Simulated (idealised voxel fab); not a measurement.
Presented below is a process module, voxel released beams.
This is section cut - it's 165 nm across, gridded in 5 nm square cells.
Cross-section spec: square-cell grid; bands listed top down; each band is one or more rows.
What a band's entry tells you: where the top is and where the bottom is, as heights in nm, and after that what lies inside, material by material from left to right, each with its width in nm. Empty space is written as the word "air", and a single material marked with the word "throughout" occupies the band from edge to edge.
Below 0: as-received wafer, all one material; heights counted from there. Lowest band: no bottom, goes on down, written "0 and below".
Per-row width for "30..40": begins at first number (top row of band), ends at second number (bottom row), increment between rows held constant.
Key: "identical to before" - step with no changed cell in the cross-section.
Entry "Enclosed cavity list" = empty spaces >= 8 cells with no open way to the top; each as width x height at distance, distance from left edge, all nm.
Read whatever lies past the settings on a step's line as the simulator's own remark about the step.
On any step carrying a mask, the "overlay nm" setting, if present on the step's line, tells how far right of its planned place the mask lay; negative values point to the left.
SET OUT BELOW ARE THE PLANNED STEPS OF THE PROCESS
1) RECEIVE,material Si
2) CONFORMAL_DEP,material SiN,thk nm 10
3) DIRECTIONAL_DEP,material SiO2,thk nm 20
4) DIRECTIONAL_DEP,material aC,thk nm 15
5) PATTERN,tone open,mask id ANCHOR,material resist,width nm 35,thk nm 30,overlay nm 0
6) DIRECTIONAL_ETCH,etch materials aC,depth nm 15
7) STRIP,etch materials resist
8) DIRECTIONAL_ETCH,etch materials SiO2,depth nm 20
9) STRIP,etch materials aC
10) CONFORMAL_DEP,material polySi,thk nm 15
11) DIRECTIONAL_DEP,material aC,thk nm 15
12) PATTERN,tone cover,mask id BEAM,material resist,width nm 95,thk nm 35,overlay nm 0
13) DIRECTIONAL_ETCH,etch materials aC,depth nm 15
14) STRIP,etch materials resist
15) DIRECTIONAL_ETCH,etch materials polySi,depth nm 15
16) STRIP,etch materials aC
17) STRIP,etch materials SiO2
THE CROSS-SECTION HERE SHOWS THE WAFER AS RECEIVED, I.E. IN ITS STATE AFTER STEP 1
    0 and below: Si throughout
    Enclosed cavity list: none
BELOW IS THE WAFER IN CROSS-SECTION AFTER THE MODULE WAS COMPLETED. IT BEGAN FROM THE STARTING POINT SHOWN ABOVE AND FOLLOWED THE PLAN SHOWN ABOVE, EXCEPT THAT ONE MISTAKE WAS MADE WHILE RUNNING IT
    45 down to 30: air 30  polySi 95  air 40
    30 down to 10: air 40  polySi 30  air 95
    10 down to 0: SiN throughout
    0 and below: Si throughout
    Enclosed cavity list: none
In executing the process, a mistake was made relative to the plan: step 5 changed vs plan, executed as PATTERN,tone open,mask id ANCHOR,material resist,width nm 30,thk nm 30,overlay nm 0
